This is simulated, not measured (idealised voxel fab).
Process module heading - voxel quadruple lines
Square cell edge 5 nm, section width 185 nm, ID cut.
Notation: cross-section as square-cell grid; stated in bands, top first, going down; one or more cell rows per band. This entry defines a band. It first specifies the height of the band's top and the height of its bottom in nm, and then specifies the band's materials from left to right, stating each material with its width in nm. The word "throughout" identifies a single material that fills the band from edge to edge, while the word "empty" identifies empty space. The level at which height equals 0 is the one under which the wafer, as it arrives, is entirely one material. No lower edge exists for the bottom band, which continues downward and is notated as in "from 0 down". A two-number width, for instance "30 to 40", indicates that the width is equal to the first number in the top row of the band and to the second number in the bottom row, and that it changes by a constant amount per row of cells. "remained unchanged", as given for a step, is the statement that not any cell of the cross-section underwent a change during that step. Basically, "Enclosed cavities" tells you about the enclosed voids: empty spaces with no open way to the top, 8 cells or bigger, each written width x height at distance, where distance is from the left edge, all in nm. Anything after a step's settings on that line? It's the simulator's own note about the step. overlay nm: for a step with a mask, the amount by which the mask lay right of where it was planned; a negative amount means left of it.
# The planned process steps are enumerated hereunder
step 1: RECEIVE, material Si
step 2: CONFORMAL_DEP, material SiO2, thk nm 5
step 3: DIRECTIONAL_DEP, material W, thk nm 10
step 4: DIRECTIONAL_DEP, material polySi, thk nm 20
step 5: DIRECTIONAL_DEP, material aC, thk nm 25
step 6: PATTERN, tone cover, mask id MANDREL, material resist, width nm 35, thk nm 35, overlay nm 0
step 7: DIRECTIONAL_ETCH, etch materials aC, depth nm 25
step 8: STRIP, etch materials resist
step 9: CONFORMAL_DEP, material SiO2, thk nm 15
step 10: DIRECTIONAL_ETCH, etch materials SiO2, depth nm 15
step 11: STRIP, etch materials aC
step 12: DIRECTIONAL_ETCH, etch materials polySi, depth nm 20
step 13: STRIP, etch materials SiO2
step 14: CONFORMAL_DEP, material SiN, thk nm 10
step 15: DIRECTIONAL_ETCH, etch materials SiN, depth nm 10
step 16: STRIP, etch materials polySi
step 17: DIRECTIONAL_ETCH, etch materials W, depth nm 10
step 18: STRIP, etch materials SiN
step 19: FILL_DEP, material SiO2, thk nm 5
step 20: CMP, height nm 15
# As-received state of the wafer in cross-section, equivalent to post-step 1
* from 0 down: Si throughout
* Enclosed cavities: none
# The following cross-section depicts the wafer upon conclusion of the module. Processing commenced from the starting condition illustrated above and adhered to the plan illustrated above, save for one mistake in execution
* from 15 to 5: SiO2 55 nm, then W 10 nm, then SiO2 15 nm, then W 10 nm, then SiO2 5 nm, then W 10 nm, then SiO2 15 nm, then W 10 nm, then SiO2 55 nm
* from 5 to 0: SiO2 throughout
* from 0 down: Si throughout
* Enclosed cavities: none
Diagnosis: step 6 was run on a setting that differed from the plan, and what really ran there is PATTERN, tone cover, mask id MANDREL, material resist, width nm 25, thk nm 35, overlay nm 0
